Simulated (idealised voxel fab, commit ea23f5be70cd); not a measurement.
The process module presented herein is designated voxel ribs on slabs.
We display cut, a cross-section 145 nm in width whose square cells are each 5 nm.
A cross-section is written here as square cells arranged in a grid, and it is given in bands from the top down, each band taking up one or more rows of cells.
Top, bottom (nm), then materials left to right with widths (nm); lone material tagged "all across" fills the whole band edge to edge; "air" = empty space.
Heights are reckoned from 0. Under this level, the received wafer is all of one material. The bottommost band is open-ended downward, for example "0 and below".
You'd read "30 to 40" like this: the band's top row of cells is as wide as the first number, its bottom row is as wide as the second, and going down, every row changes width by the same amount as the row before did.
A step reported as "nothing changed" is a step in which no cell of the cross-section changed.
You'll see "Voids, sealed" listing empty spaces that have no way open to the top, as long as they're 8 cells or more; the notation is width x height at distance, where the distance is from the left edge, and all of it is in nm.
Whatever follows a step's settings on its line is a remark the simulator itself makes about that step.
On any step carrying a mask, the "overlay nm" setting, if present on the step's line, tells how far right of its planned place the mask lay; negative values point to the left.
The process steps that were planned are listed below
1) RECEIVE | material Si
2) DIRECTIONAL_DEP | material SiO2 | thk nm 25
3) DIRECTIONAL_DEP | material polySi | thk nm 25
4) PATTERN | tone cover | mask id RIB | material resist | width nm 20 | thk nm 15 | overlay nm 0
5) DIRECTIONAL_ETCH | etch materials polySi | depth nm 15
6) STRIP | etch materials resist
7) MASKED_ETCH | tone cover | mask id SLAB | width nm 80 | etch materials polySi | depth nm 10 | overlay nm 0
8) FILL_DEP | material SiO2 | thk nm 15
9) CMP | height nm 60
10) DIRECTIONAL_DEP | material TiN | thk nm 5
11) PATTERN | tone cover | mask id HEATER | material resist | width nm 30 | thk nm 20 | overlay nm -15
12) DIRECTIONAL_ETCH | etch materials TiN | depth nm 5
13) STRIP | etch materials resist
14) CONFORMAL_DEP | material SiN | thk nm 5
The plan's step 11 overlay nm is the first wafer's value; the wafers differ in this setting and start identical.
Cross-section of the first of several wafers as received (after step 1)
- 0 and below: Si all across
- Voids, sealed: none
First wafer at the end, after step 14
- 70 down to 65: air (35) | SiN (40) | air (70)
- 65 down to 60: SiN (40) | TiN (30) | SiN (75)
- 60 down to 50: SiO2 all across
- 50 down to 35: SiO2 (60) | polySi (20) | SiO2 (65)
- 35 down to 25: SiO2 (30) | polySi (80) | SiO2 (35)
- 25 down to 0: SiO2 all across
- 0 and below: Si all across
- Voids, sealed: none
A cross-section through the last wafer at the close of the module
- 70 down to 65: air (65) | SiN (40) | air (40)
- 65 down to 60: SiN (70) | TiN (30) | SiN (45)
- 60 down to 50: SiO2 all across
- 50 down to 35: SiO2 (60) | polySi (20) | SiO2 (65)
- 35 down to 25: SiO2 (30) | polySi (80) | SiO2 (35)
- 25 down to 0: SiO2 all across
- 0 and below: Si all across
- Voids, sealed: none
Tabulated below, wafer by wafer, are the end-of-module results: for each material, the number of cells gained (+) or lost (-) relative to the as-received state, followed by the closed voids
overlay nm -15 | +31 SiN | +304 SiO2 | +6 TiN | +44 polySi | Voids, sealed: none
overlay nm -10 | +31 SiN | +304 SiO2 | +6 TiN | +44 polySi | Voids, sealed: none
overlay nm -5 | +31 SiN | +304 SiO2 | +6 TiN | +44 polySi | Voids, sealed: none
overlay nm 0 | +31 SiN | +304 SiO2 | +6 TiN | +44 polySi | Voids, sealed: none
overlay nm 5 | +31 SiN | +304 SiO2 | +6 TiN | +44 polySi | Voids, sealed: none
overlay nm 10 | +31 SiN | +304 SiO2 | +6 TiN | +44 polySi | Voids, sealed: none
overlay nm 15 | +31 SiN | +304 SiO2 | +6 TiN | +44 polySi | Voids, sealed: none
